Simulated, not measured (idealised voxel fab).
A process module follows: voxel released beams.
Square cell edge 5 nm, section width 210 nm, ID cut.
Cross-section spec: square-cell grid; bands listed top down; each band is one or more rows.
Heights first: top, then bottom, in nm. Then materials, left to right, each with a width in nm. "full width" on a single material: fills the band edge to edge. "empty": empty space.
Counting heights begins at 0, where everything beneath is, in the wafer as received, one material. The lowest band has no bottom; it goes on downwards, as "z 0 and below" shows.
Per-row width for "30..40": begins at first number (top row of band), ends at second number (bottom row), increment between rows held constant.
"same as before" (step): cross-section cells unchanged, all of them.
For the entry "Enclosed void inventory", the listed items are empty spaces with no open way to the top whose size is 8 cells or more; each item follows the pattern width x height at distance, where distance is from the left edge and all three are in nm.
That trailing text on a step's line, after the settings, is the simulator's own remark on the step.
Regarding "overlay nm": on a step with a mask, it is the distance the mask lay to the right of its planned place; a negative value places it to the left.

**Here's what the planned process steps look like**
- 1: RECEIVE with material Si
- 2: CONFORMAL_DEP with material SiN, thk nm 10
- 3: DIRECTIONAL_DEP with material SiO2, thk nm 10
- 4: PATTERN with tone open, mask id ANCHOR, material resist, width nm 45, thk nm 20, overlay nm 0
- 5: DIRECTIONAL_ETCH with etch materials SiO2, depth nm 10
- 6: STRIP with etch materials resist
- 7: CONFORMAL_DEP with material W, thk nm 15
- 8: PATTERN with tone cover, mask id BEAM, material resist, width nm 115, thk nm 15, overlay nm 0
- 9: DIRECTIONAL_ETCH with etch materials W, depth nm 15
- 10: STRIP with etch materials resist
- 11: STRIP with etch materials SiO2

**As-received wafer cross-section (after step 1)**
	z 0 and below: Si full width
	Enclosed void inventory: none

**Figure: cross-sectional view of the wafer upon completion of the module, processed from the initial state and according to the plan depicted above, with one error introduced during execution**
	z 35 to 25: 50 nm empty, 15 nm W, 15 nm empty, 85 nm W, 45 nm empty
	z 25 to 20: 50 nm empty, 115 nm W, 45 nm empty
	z 20 to 10: 50 nm empty, 45 nm W, 115 nm empty
	z 10 to 0: SiN full width
	z 0 and below: Si full width
	Enclosed void inventory: none
Deviation noted in wafer processing: step 8 was not run as planned; what actually ran was PATTERN with tone cover, mask id BEAM, material resist, width nm 115, thk nm 15, overlay nm 5
